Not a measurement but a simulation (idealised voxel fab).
process module | voxel wiring stack
The cross-section shown here is cut; it is 245 nm wide and divided into square cells measuring 5 nm on a side.
In what follows, cross-sections appear as grids of square cells, described through bands that run from the top down, where every band is one or more rows of cells.
Basically the band line says how high the top is and how high the bottom is, in nm, and then what's in it from left to right, every material with its width in nm. Empty space shows up as "blank", and if a single material carries "throughout" it runs the full band edge to edge.
For the purposes of this specification, 0 denotes the height below which the wafer in its as-received condition is composed wholly of one material, and the lowermost band, lacking a lower limit, extends downward without end, as expressed in "top 0, no bottom".
Note: "30 to 40" means the width goes from the first number (top row of the band) to the second number (bottom row) in equal steps per row of cells.
"remained unchanged", as given for a step, is the statement that not any cell of the cross-section underwent a change during that step.
"Encapsulated voids" contains a list of empty spaces, each no smaller than 8 cells and without an open way to the top, written in the form width x height at distance with the distance from the left edge and all three in nm.
Formally, on a step line, whatever follows the settings is a remark that the simulator itself makes on the step.
Each step line may optionally specify "overlay nm", which for a step with a mask gives the rightward distance between the mask's planned place and where it lay, a negative value indicating the leftward direction.
The steps planned for the process are as follows:
| 1 | RECEIVE | material Si |
| 2 | CONFORMAL_DEP | material SiO2 | thk nm 10 |
| 3 | CONFORMAL_DEP | material SiN | thk nm 5 |
| 4 | DIRECTIONAL_DEP | material SiO2 | thk nm 20 |
| 5 | DIRECTIONAL_DEP | material aC | thk nm 10 |
| 6 | PATTERN | tone open | mask id METAL_1 | material resist | width nm 30 | pitch nm 55 | thk nm 25 | overlay nm 0 |
| 7 | DIRECTIONAL_ETCH | etch materials aC | depth nm 10 |
| 8 | STRIP | etch materials resist |
| 9 | DIRECTIONAL_ETCH | etch materials SiO2 | depth nm 20 |
| 10 | DIRECTIONAL_ETCH | etch materials SiN | depth nm 5 |
| 11 | STRIP | etch materials aC |
| 12 | CONFORMAL_DEP | material TiN | thk nm 5 |
| 13 | FILL_DEP | material Ru | thk nm 5 |
| 14 | CMP | height nm 35 |
| 15 | CONFORMAL_DEP | material SiCN | thk nm 5 |
| 16 | DIRECTIONAL_DEP | material SiO2 | thk nm 10 |
| 17 | PATTERN | tone open | mask id PLUG_1 | material resist | width nm 15 | pitch nm 55 | thk nm 15 | overlay nm 0 |
| 18 | DIRECTIONAL_ETCH | etch materials SiO2 | depth nm 10 |
| 19 | DIRECTIONAL_ETCH | etch materials SiCN | depth nm 5 |
| 20 | STRIP | etch materials resist |
| 21 | EPI | material Ru | thk nm 10 |
| 22 | EPI | material Ru | thk nm 5 |
| 23 | DIRECTIONAL_DEP | material TiN | thk nm 5 |
| 24 | DIRECTIONAL_DEP | material W | thk nm 25 |
| 25 | MASKED_ETCH | tone cover | mask id METAL_2 | width nm 30 | pitch nm 55 | etch materials W | depth nm 25 | overlay nm 0 |
| 26 | MASKED_ETCH | tone cover | mask id METAL_2 | width nm 30 | pitch nm 55 | etch materials TiN | depth nm 5 | overlay nm 0 |
| 27 | CONFORMAL_DEP | material SiN | thk nm 5 |
| 28 | FILL_DEP | material lowk | thk nm 5 |
| 29 | CMP | height nm 80 |
| 30 | CONFORMAL_DEP | material SiCN | thk nm 5 |
| 31 | DIRECTIONAL_DEP | material SiO2 | thk nm 10 |
| 32 | MASKED_ETCH | tone open | mask id PLUG_2 | width nm 15 | pitch nm 55 | etch materials SiO2 | depth nm 10 | overlay nm 0 |
| 33 | MASKED_ETCH | tone open | mask id PLUG_2 | width nm 15 | pitch nm 55 | etch materials SiCN | depth nm 5 | overlay nm 0 |
| 34 | EPI | material Ru | thk nm 10 |
| 35 | EPI | material Ru | thk nm 5 |
| 36 | CONFORMAL_DEP | material SiCN | thk nm 5 |
| 37 | DIRECTIONAL_DEP | material lowk | thk nm 25 |
| 38 | MASKED_ETCH | tone open | mask id METAL_3 | width nm 30 | pitch nm 55 | etch materials lowk | depth nm 25 | overlay nm 0 |
| 39 | MASKED_ETCH | tone open | mask id METAL_3 | width nm 30 | pitch nm 55 | etch materials SiCN | depth nm 5 | overlay nm 0 |
| 40 | CONFORMAL_DEP | material TiN | thk nm 5 |
| 41 | FILL_DEP | material W | thk nm 10 |
| 42 | CMP | height nm 125 |
| 43 | CONFORMAL_DEP | material SiCN | thk nm 5 |
This is the cross-section of the wafer as we received it, i.e. after step 1:
- top 0, no bottom  Si throughout
- Encapsulated voids: none
First of two wafers: cross-section at end of module, run per plan:
- top 130, bottom 125  SiCN throughout
- top 125, bottom 100  80 nm lowk / 5 nm TiN / 20 nm W / 5 nm TiN / 25 nm lowk / 5 nm TiN / 20 nm W / 5 nm TiN / 80 nm lowk
- top 100, bottom 95  80 nm SiCN / 30 nm TiN / 25 nm SiCN / 30 nm TiN / 80 nm SiCN
- top 95, bottom 85  80 nm SiO2 / 15 nm Ru / 40 nm SiO2 / 15 nm Ru / 95 nm SiO2
- top 85, bottom 80  80 nm SiCN / 15 nm Ru / 40 nm SiCN / 15 nm Ru / 95 nm SiCN
- top 80, bottom 55  75 nm lowk / 5 nm SiN / 30 nm W / 5 nm SiN / 15 nm lowk / 5 nm SiN / 30 nm W / 5 nm SiN / 75 nm lowk
- top 55, bottom 50  80 nm SiN / 30 nm TiN / 25 nm SiN / 30 nm TiN / 80 nm SiN
- top 50, bottom 40  80 nm SiO2 / 15 nm Ru / 40 nm SiO2 / 15 nm Ru / 95 nm SiO2
- top 40, bottom 35  80 nm SiCN / 15 nm Ru / 40 nm SiCN / 15 nm Ru / 95 nm SiCN
- top 35, bottom 15  80 nm SiO2 / 5 nm TiN / 20 nm Ru / 5 nm TiN / 25 nm SiO2 / 5 nm TiN / 20 nm Ru / 5 nm TiN / 80 nm SiO2
- top 15, bottom 10  80 nm SiN / 30 nm TiN / 25 nm SiN / 30 nm TiN / 80 nm SiN
- top 10, bottom 0  SiO2 throughout
- top 0, no bottom  Si throughout
- Encapsulated voids: none
Second wafer cross-section at end of module - shared start and plan with the first, one mistake in the run:
- top 130, bottom 125  SiCN throughout
- top 125, bottom 100  80 nm lowk / 5 nm TiN / 20 nm W / 5 nm TiN / 25 nm lowk / 5 nm TiN / 20 nm W / 5 nm TiN / 80 nm lowk
- top 100, bottom 95  80 nm SiCN / 30 nm TiN / 25 nm SiCN / 30 nm TiN / 80 nm SiCN
- top 95, bottom 85  70 nm SiO2 / 15 nm Ru / 40 nm SiO2 / 15 nm Ru / 105 nm SiO2
- top 85, bottom 80  80 nm SiCN / 5 nm Ru / 50 nm SiCN / 5 nm Ru / 105 nm SiCN
- top 80, bottom 55  75 nm lowk / 5 nm SiN / 30 nm W / 5 nm SiN / 15 nm lowk / 5 nm SiN / 30 nm W / 5 nm SiN / 75 nm lowk
- top 55, bottom 50  80 nm SiN / 30 nm TiN / 25 nm SiN / 30 nm TiN / 80 nm SiN
- top 50, bottom 40  80 nm SiO2 / 15 nm Ru / 40 nm SiO2 / 15 nm Ru / 95 nm SiO2
- top 40, bottom 35  80 nm SiCN / 15 nm Ru / 40 nm SiCN / 15 nm Ru / 95 nm SiCN
- top 35, bottom 15  80 nm SiO2 / 5 nm TiN / 20 nm Ru / 5 nm TiN / 25 nm SiO2 / 5 nm TiN / 20 nm Ru / 5 nm TiN / 80 nm SiO2
- top 15, bottom 10  80 nm SiN / 30 nm TiN / 25 nm SiN / 30 nm TiN / 80 nm SiN
- top 10, bottom 0  SiO2 throughout
- top 0, no bottom  Si throughout
- Encapsulated voids: none
Finding, execution versus plan: step 32 was run on a setting that differed from the plan, and what really ran there is MASKED_ETCH | tone open | mask id PLUG_2 | width nm 15 | pitch nm 55 | etch materials SiO2 | depth nm 10 | overlay nm -10
Final difference in cells, second wafer against first, listed per material as more or fewer: 4 fewer of Ru, 4 more of SiCN
